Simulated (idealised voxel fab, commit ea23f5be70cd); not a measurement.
process module | voxel spacer lines
cross-section cut | 280 nm wide | cells 5 nm
A cross-section is a grid of square cells, given in bands from the top down. A band is one or more rows of cells.
Each band's line starts with the height of the band's top and of its bottom, in nm. Then come its materials from left to right, each with its width in nm. One material with "throughout" fills the band from edge to edge. "air" is empty space.
Height 0 is the level under which the wafer as received is all one material. The lowest band goes on downwards, as in "0 down".
A width such as "30 to 40" changes by the same amount from each row of cells to the next, from the band's top row to its bottom row.
"no change" after a step means that no cell of the cross-section changed.
closed voids: empty space of 8 cells or more with no open way to the top, each as width x height at its distance from the left edge, in nm
after a step's settings: what the simulator itself notes on the step
overlay nm, on a step with a mask: how far to the right of its planned place the mask lay; to the left if negative
plan
1 op RECEIVE | material Si
2 op CONFORMAL_DEP | material SiO2 | thk nm 5
3 op DIRECTIONAL_DEP | material TiN | thk nm 10
4 op DIRECTIONAL_DEP | material polySi | thk nm 25
5 op PATTERN | tone cover | mask id MANDREL | material resist | width nm 15 | pitch nm 50 | thk nm 30 | overlay nm 0
6 op DIRECTIONAL_ETCH | etch materials polySi | depth nm 25
7 op STRIP | etch materials resist
8 op CONFORMAL_DEP | material SiN | thk nm 10
9 op DIRECTIONAL_ETCH | etch materials SiN | depth nm 10
10 op STRIP | etch materials polySi
11 op DIRECTIONAL_ETCH | etch materials TiN | depth nm 10
12 op STRIP | etch materials SiN
as received, after step 1
  0 down: Si throughout
  closed voids: none
a wafer at the end: this start, this plan, one mistake
  15 to 10: SiO2 throughout
  10 to 0: TiN throughout
  0 down: Si throughout
  closed voids: none
what went wrong: steps 2 and 3 were swapped
